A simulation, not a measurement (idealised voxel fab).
process module | voxel wiring stack
cross-section cut | 230 nm wide | cells 5 nm
A cross-section is a grid of square cells, given in bands from the top down. A band is one or more rows of cells.
Each band's line starts with the height of the band's top and of its bottom, in nm. Then come its materials from left to right, each with its width in nm. One material with "throughout" fills the band from edge to edge. "air" is empty space.
Height 0 is the level under which the wafer as received is all one material. The lowest band goes on downwards, as in "0 down".
A width such as "30 to 40" changes by the same amount from each row of cells to the next, from the band's top row to its bottom row.
"no change" after a step means that no cell of the cross-section changed.
closed voids: empty space of 8 cells or more with no open way to the top, each as width x height at its distance from the left edge, in nm
after a step's settings: what the simulator itself notes on the step
overlay nm, on a step with a mask: how far to the right of its planned place the mask lay; to the left if negative
plan
1 op RECEIVE | material Si
2 op CONFORMAL_DEP | material SiO2 | thk nm 15
3 op CONFORMAL_DEP | material SiN | thk nm 5
4 op DIRECTIONAL_DEP | material SiO2 | thk nm 20
5 op DIRECTIONAL_DEP | material aC | thk nm 10
6 op PATTERN | tone open | mask id METAL_1 | material resist | width nm 20 | pitch nm 50 | thk nm 25 | overlay nm 0
7 op DIRECTIONAL_ETCH | etch materials aC | depth nm 10
8 op STRIP | etch materials resist
9 op DIRECTIONAL_ETCH | etch materials SiO2 | depth nm 20
10 op DIRECTIONAL_ETCH | etch materials SiN | depth nm 5
11 op STRIP | etch materials aC
12 op CONFORMAL_DEP | material TiN | thk nm 5
13 op FILL_DEP | material W | thk nm 10
14 op CMP | height nm 40
15 op EPI | material Ru | thk nm 5
16 op FILL_DEP | material SiCN | thk nm 5
17 op DIRECTIONAL_DEP | material lowk | thk nm 30
18 op MASKED_ETCH | tone open | mask id METAL_2_HOLES | width nm 15 | pitch nm 50 | etch materials lowk | depth nm 30 | overlay nm 0
19 op MASKED_ETCH | tone open | mask id METAL_2 | width nm 20 | pitch nm 50 | etch materials lowk | depth nm 15 | overlay nm 0
20 op MASKED_ETCH | tone open | mask id METAL_2 | width nm 20 | pitch nm 50 | etch materials SiCN | depth nm 5 | overlay nm 0
21 op CONFORMAL_DEP | material TiN | thk nm 5
22 op FILL_DEP | material Cu | thk nm 5
23 op CMP | height nm 80
24 op CONFORMAL_DEP | material SiCN | thk nm 5
25 op DIRECTIONAL_DEP | material lowk | thk nm 25
26 op PATTERN | tone open | mask id METAL_3 | material resist | width nm 20 | pitch nm 50 | thk nm 20 | overlay nm 0
27 op DIRECTIONAL_ETCH | etch materials lowk | depth nm 15
28 op STRIP | etch materials resist
29 op PATTERN | tone open | mask id METAL_3_HOLES | material resist | width nm 15 | pitch nm 50 | thk nm 20 | overlay nm 0
30 op DIRECTIONAL_ETCH | etch materials lowk | depth nm 10
31 op DIRECTIONAL_ETCH | etch materials SiCN | depth nm 5
32 op STRIP | etch materials resist
33 op CONFORMAL_DEP | material TiN | thk nm 5
34 op FILL_DEP | material Ru | thk nm 10
35 op CMP | height nm 110
36 op CONFORMAL_DEP | material SiN | thk nm 5
first wafer, as planned
as received, after step 1
  0 down: Si throughout
  closed voids: none
after step 2
  15 to 0: SiO2 throughout
  below 0: unchanged
after step 3
  20 to 15: SiN throughout
  below 15: unchanged
after step 4
  40 to 20: SiO2 throughout
  below 20: unchanged
after step 5
  50 to 40: aC throughout
  below 40: unchanged
after step 6
  75 to 50: resist 80 | air 20 | resist 30 | air 20 | resist 80
  below 50: unchanged
after step 7
  65 to 50: resist 80 | air 20 | resist 30 | air 20 | resist 80
  50 to 40: aC 80 | air 20 | aC 30 | air 20 | aC 80
  below 40: unchanged
after step 8
  50 to 40: aC 80 | air 20 | aC 30 | air 20 | aC 80
  below 40: unchanged
after step 9
  50 to 40: aC 80 | air 20 | aC 30 | air 20 | aC 80
  40 to 20: SiO2 80 | air 20 | SiO2 30 | air 20 | SiO2 80
  below 20: unchanged
after step 10
  50 to 40: aC 80 | air 20 | aC 30 | air 20 | aC 80
  40 to 20: SiO2 80 | air 20 | SiO2 30 | air 20 | SiO2 80
  20 to 15: SiN 80 | air 20 | SiN 30 | air 20 | SiN 80
  below 15: unchanged
after step 11
  40 to 20: SiO2 80 | air 20 | SiO2 30 | air 20 | SiO2 80
  below 20: unchanged
after step 12
  45 to 40: TiN 85 | air 10 | TiN 40 | air 10 | TiN 85
  40 to 20: SiO2 80 | TiN 5 | air 10 | TiN 5 | SiO2 30 | TiN 5 | air 10 | TiN 5 | SiO2 80
  20 to 15: SiN 80 | TiN 20 | SiN 30 | TiN 20 | SiN 80
  below 15: unchanged
after step 13
  55 to 45: W throughout
  45 to 40: TiN 85 | W 10 | TiN 40 | W 10 | TiN 85
  40 to 20: SiO2 80 | TiN 5 | W 10 | TiN 5 | SiO2 30 | TiN 5 | W 10 | TiN 5 | SiO2 80
  below 20: unchanged
after step 14
  40 to 20: SiO2 80 | TiN 5 | W 10 | TiN 5 | SiO2 30 | TiN 5 | W 10 | TiN 5 | SiO2 80
  below 20: unchanged
after step 15
  45 to 40: air 75 | Ru 30 | air 20 | Ru 30 | air 75
  below 40: unchanged
after step 16
  50 to 45: SiCN throughout
  45 to 40: SiCN 75 | Ru 30 | SiCN 20 | Ru 30 | SiCN 75
  below 40: unchanged
after step 17
  80 to 50: lowk throughout
  below 50: unchanged
after step 18
  80 to 50: lowk 80 | air 15 | lowk 35 | air 15 | lowk 85
  below 50: unchanged
after step 19
  80 to 65: lowk 80 | air 20 | lowk 30 | air 20 | lowk 80
  below 65: unchanged
after step 20
  80 to 65: lowk 80 | air 20 | lowk 30 | air 20 | lowk 80
  65 to 50: lowk 80 | air 15 | lowk 35 | air 15 | lowk 85
  50 to 45: SiCN 80 | air 15 | SiCN 35 | air 15 | SiCN 85
  below 45: unchanged
after step 21
  85 to 80: TiN 85 | air 10 | TiN 40 | air 10 | TiN 85
  80 to 70: lowk 80 | TiN 5 | air 10 | TiN 5 | lowk 30 | TiN 5 | air 10 | TiN 5 | lowk 80
  70 to 65: lowk 80 | TiN 5 | air 5 | TiN 10 | lowk 30 | TiN 5 | air 5 | TiN 10 | lowk 80
  65 to 50: lowk 80 | TiN 5 | air 5 | TiN 5 | lowk 35 | TiN 5 | air 5 | TiN 5 | lowk 85
  50 to 45: SiCN 80 | TiN 15 | SiCN 35 | TiN 15 | SiCN 85
  below 45: unchanged
after step 22
  90 to 85: Cu throughout
  85 to 80: TiN 85 | Cu 10 | TiN 40 | Cu 10 | TiN 85
  80 to 70: lowk 80 | TiN 5 | Cu 10 | TiN 5 | lowk 30 | TiN 5 | Cu 10 | TiN 5 | lowk 80
  70 to 65: lowk 80 | TiN 5 | Cu 5 | TiN 10 | lowk 30 | TiN 5 | Cu 5 | TiN 10 | lowk 80
  65 to 50: lowk 80 | TiN 5 | Cu 5 | TiN 5 | lowk 35 | TiN 5 | Cu 5 | TiN 5 | lowk 85
  below 50: unchanged
after step 23
  80 to 70: lowk 80 | TiN 5 | Cu 10 | TiN 5 | lowk 30 | TiN 5 | Cu 10 | TiN 5 | lowk 80
  below 70: unchanged
after step 24
  85 to 80: SiCN throughout
  below 80: unchanged
after step 25
  110 to 85: lowk throughout
  below 85: unchanged
after step 26
  130 to 110: resist 80 | air 20 | resist 30 | air 20 | resist 80
  below 110: unchanged
after step 27
  130 to 110: resist 80 | air 20 | resist 30 | air 20 | resist 80
  110 to 95: lowk 80 | air 20 | lowk 30 | air 20 | lowk 80
  below 95: unchanged
after step 28
  110 to 95: lowk 80 | air 20 | lowk 30 | air 20 | lowk 80
  below 95: unchanged
after step 29
  130 to 110: resist 80 | air 15 | resist 35 | air 15 | resist 85
  110 to 95: lowk 80 | air 15 | resist 5 | lowk 30 | air 15 | resist 5 | lowk 80
  below 95: unchanged
after step 30
  130 to 110: resist 80 | air 15 | resist 35 | air 15 | resist 85
  110 to 95: lowk 80 | air 15 | resist 5 | lowk 30 | air 15 | resist 5 | lowk 80
  95 to 85: lowk 80 | air 15 | lowk 35 | air 15 | lowk 85
  below 85: unchanged
after step 31
  130 to 110: resist 80 | air 15 | resist 35 | air 15 | resist 85
  110 to 95: lowk 80 | air 15 | resist 5 | lowk 30 | air 15 | resist 5 | lowk 80
  95 to 85: lowk 80 | air 15 | lowk 35 | air 15 | lowk 85
  85 to 80: SiCN 80 | air 15 | SiCN 35 | air 15 | SiCN 85
  below 80: unchanged
after step 32
  110 to 95: lowk 80 | air 20 | lowk 30 | air 20 | lowk 80
  below 95: unchanged
after step 33
  115 to 110: TiN 85 | air 10 | TiN 40 | air 10 | TiN 85
  110 to 100: lowk 80 | TiN 5 | air 10 | TiN 5 | lowk 30 | TiN 5 | air 10 | TiN 5 | lowk 80
  100 to 95: lowk 80 | TiN 5 | air 5 | TiN 10 | lowk 30 | TiN 5 | air 5 | TiN 10 | lowk 80
  95 to 85: lowk 80 | TiN 5 | air 5 | TiN 5 | lowk 35 | TiN 5 | air 5 | TiN 5 | lowk 85
  85 to 80: SiCN 80 | TiN 15 | SiCN 35 | TiN 15 | SiCN 85
  below 80: unchanged
after step 34
  125 to 115: Ru throughout
  115 to 110: TiN 85 | Ru 10 | TiN 40 | Ru 10 | TiN 85
  110 to 100: lowk 80 | TiN 5 | Ru 10 | TiN 5 | lowk 30 | TiN 5 | Ru 10 | TiN 5 | lowk 80
  100 to 95: lowk 80 | TiN 5 | Ru 5 | TiN 10 | lowk 30 | TiN 5 | Ru 5 | TiN 10 | lowk 80
  95 to 85: lowk 80 | TiN 5 | Ru 5 | TiN 5 | lowk 35 | TiN 5 | Ru 5 | TiN 5 | lowk 85
  below 85: unchanged
after step 35
  110 to 100: lowk 80 | TiN 5 | Ru 10 | TiN 5 | lowk 30 | TiN 5 | Ru 10 | TiN 5 | lowk 80
  below 100: unchanged
after step 36
  115 to 110: SiN throughout
  below 110: unchanged
second wafer: like start, like plan, one mistake. Through step 1 it matches the first wafer
when step 2 should have ended: no change
when step 3 should have ended
  5 to 0: SiN throughout
  below 0: unchanged
when step 4 should have ended
  25 to 5: SiO2 throughout
  below 5: unchanged
when step 5 should have ended
  35 to 25: aC throughout
  below 25: unchanged
when step 6 should have ended
  60 to 35: resist 80 | air 20 | resist 30 | air 20 | resist 80
  below 35: unchanged
when step 7 should have ended
  50 to 35: resist 80 | air 20 | resist 30 | air 20 | resist 80
  35 to 25: aC 80 | air 20 | aC 30 | air 20 | aC 80
  below 25: unchanged
when step 8 should have ended
  35 to 25: aC 80 | air 20 | aC 30 | air 20 | aC 80
  below 25: unchanged
when step 9 should have ended
  35 to 25: aC 80 | air 20 | aC 30 | air 20 | aC 80
  25 to 5: SiO2 80 | air 20 | SiO2 30 | air 20 | SiO2 80
  below 5: unchanged
when step 10 should have ended
  35 to 25: aC 80 | air 20 | aC 30 | air 20 | aC 80
  25 to 5: SiO2 80 | air 20 | SiO2 30 | air 20 | SiO2 80
  5 to 0: SiN 80 | air 20 | SiN 30 | air 20 | SiN 80
  below 0: unchanged
when step 11 should have ended
  25 to 5: SiO2 80 | air 20 | SiO2 30 | air 20 | SiO2 80
  below 5: unchanged
when step 12 should have ended
  30 to 25: TiN 85 | air 10 | TiN 40 | air 10 | TiN 85
  25 to 5: SiO2 80 | TiN 5 | air 10 | TiN 5 | SiO2 30 | TiN 5 | air 10 | TiN 5 | SiO2 80
  5 to 0: SiN 80 | TiN 20 | SiN 30 | TiN 20 | SiN 80
  below 0: unchanged
when step 13 should have ended
  40 to 30: W throughout
  30 to 25: TiN 85 | W 10 | TiN 40 | W 10 | TiN 85
  25 to 5: SiO2 80 | TiN 5 | W 10 | TiN 5 | SiO2 30 | TiN 5 | W 10 | TiN 5 | SiO2 80
  below 5: unchanged
when step 14 should have ended: no change
when step 15 should have ended
  45 to 40: Ru throughout
  below 40: unchanged
when step 16 should have ended
  50 to 45: SiCN throughout
  below 45: unchanged
when step 17 should have ended
  80 to 50: lowk throughout
  below 50: unchanged
when step 18 should have ended
  80 to 50: lowk 80 | air 15 | lowk 35 | air 15 | lowk 85
  below 50: unchanged
when step 19 should have ended
  80 to 65: lowk 80 | air 20 | lowk 30 | air 20 | lowk 80
  below 65: unchanged
when step 20 should have ended
  80 to 65: lowk 80 | air 20 | lowk 30 | air 20 | lowk 80
  65 to 50: lowk 80 | air 15 | lowk 35 | air 15 | lowk 85
  50 to 45: SiCN 80 | air 15 | SiCN 35 | air 15 | SiCN 85
  below 45: unchanged
when step 21 should have ended
  85 to 80: TiN 85 | air 10 | TiN 40 | air 10 | TiN 85
  80 to 70: lowk 80 | TiN 5 | air 10 | TiN 5 | lowk 30 | TiN 5 | air 10 | TiN 5 | lowk 80
  70 to 65: lowk 80 | TiN 5 | air 5 | TiN 10 | lowk 30 | TiN 5 | air 5 | TiN 10 | lowk 80
  65 to 50: lowk 80 | TiN 5 | air 5 | TiN 5 | lowk 35 | TiN 5 | air 5 | TiN 5 | lowk 85
  50 to 45: SiCN 80 | TiN 15 | SiCN 35 | TiN 15 | SiCN 85
  below 45: unchanged
when step 22 should have ended
  90 to 85: Cu throughout
  85 to 80: TiN 85 | Cu 10 | TiN 40 | Cu 10 | TiN 85
  80 to 70: lowk 80 | TiN 5 | Cu 10 | TiN 5 | lowk 30 | TiN 5 | Cu 10 | TiN 5 | lowk 80
  70 to 65: lowk 80 | TiN 5 | Cu 5 | TiN 10 | lowk 30 | TiN 5 | Cu 5 | TiN 10 | lowk 80
  65 to 50: lowk 80 | TiN 5 | Cu 5 | TiN 5 | lowk 35 | TiN 5 | Cu 5 | TiN 5 | lowk 85
  below 50: unchanged
when step 23 should have ended
  80 to 70: lowk 80 | TiN 5 | Cu 10 | TiN 5 | lowk 30 | TiN 5 | Cu 10 | TiN 5 | lowk 80
  below 70: unchanged
when step 24 should have ended
  85 to 80: SiCN throughout
  below 80: unchanged
when step 25 should have ended
  110 to 85: lowk throughout
  below 85: unchanged
when step 26 should have ended
  130 to 110: resist 80 | air 20 | resist 30 | air 20 | resist 80
  below 110: unchanged
when step 27 should have ended
  130 to 110: resist 80 | air 20 | resist 30 | air 20 | resist 80
  110 to 95: lowk 80 | air 20 | lowk 30 | air 20 | lowk 80
  below 95: unchanged
when step 28 should have ended
  110 to 95: lowk 80 | air 20 | lowk 30 | air 20 | lowk 80
  below 95: unchanged
when step 29 should have ended
  130 to 110: resist 80 | air 15 | resist 35 | air 15 | resist 85
  110 to 95: lowk 80 | air 15 | resist 5 | lowk 30 | air 15 | resist 5 | lowk 80
  below 95: unchanged
when step 30 should have ended
  130 to 110: resist 80 | air 15 | resist 35 | air 15 | resist 85
  110 to 95: lowk 80 | air 15 | resist 5 | lowk 30 | air 15 | resist 5 | lowk 80
  95 to 85: lowk 80 | air 15 | lowk 35 | air 15 | lowk 85
  below 85: unchanged
when step 31 should have ended
  130 to 110: resist 80 | air 15 | resist 35 | air 15 | resist 85
  110 to 95: lowk 80 | air 15 | resist 5 | lowk 30 | air 15 | resist 5 | lowk 80
  95 to 85: lowk 80 | air 15 | lowk 35 | air 15 | lowk 85
  85 to 80: SiCN 80 | air 15 | SiCN 35 | air 15 | SiCN 85
  below 80: unchanged
when step 32 should have ended
  110 to 95: lowk 80 | air 20 | lowk 30 | air 20 | lowk 80
  below 95: unchanged
when step 33 should have ended
  115 to 110: TiN 85 | air 10 | TiN 40 | air 10 | TiN 85
  110 to 100: lowk 80 | TiN 5 | air 10 | TiN 5 | lowk 30 | TiN 5 | air 10 | TiN 5 | lowk 80
  100 to 95: lowk 80 | TiN 5 | air 5 | TiN 10 | lowk 30 | TiN 5 | air 5 | TiN 10 | lowk 80
  95 to 85: lowk 80 | TiN 5 | air 5 | TiN 5 | lowk 35 | TiN 5 | air 5 | TiN 5 | lowk 85
  85 to 80: SiCN 80 | TiN 15 | SiCN 35 | TiN 15 | SiCN 85
  below 80: unchanged
when step 34 should have ended
  125 to 115: Ru throughout
  115 to 110: TiN 85 | Ru 10 | TiN 40 | Ru 10 | TiN 85
  110 to 100: lowk 80 | TiN 5 | Ru 10 | TiN 5 | lowk 30 | TiN 5 | Ru 10 | TiN 5 | lowk 80
  100 to 95: lowk 80 | TiN 5 | Ru 5 | TiN 10 | lowk 30 | TiN 5 | Ru 5 | TiN 10 | lowk 80
  95 to 85: lowk 80 | TiN 5 | Ru 5 | TiN 5 | lowk 35 | TiN 5 | Ru 5 | TiN 5 | lowk 85
  below 85: unchanged
when step 35 should have ended
  110 to 100: lowk 80 | TiN 5 | Ru 10 | TiN 5 | lowk 30 | TiN 5 | Ru 10 | TiN 5 | lowk 80
  below 100: unchanged
when step 36 should have ended
  115 to 110: SiN throughout
  below 110: unchanged
what went wrong: step 2 was left out
at the end the second wafer has, in cells: 34 more of Ru | 34 fewer of SiCN | 138 fewer of SiO2 | 42 more of TiN | 96 more of W
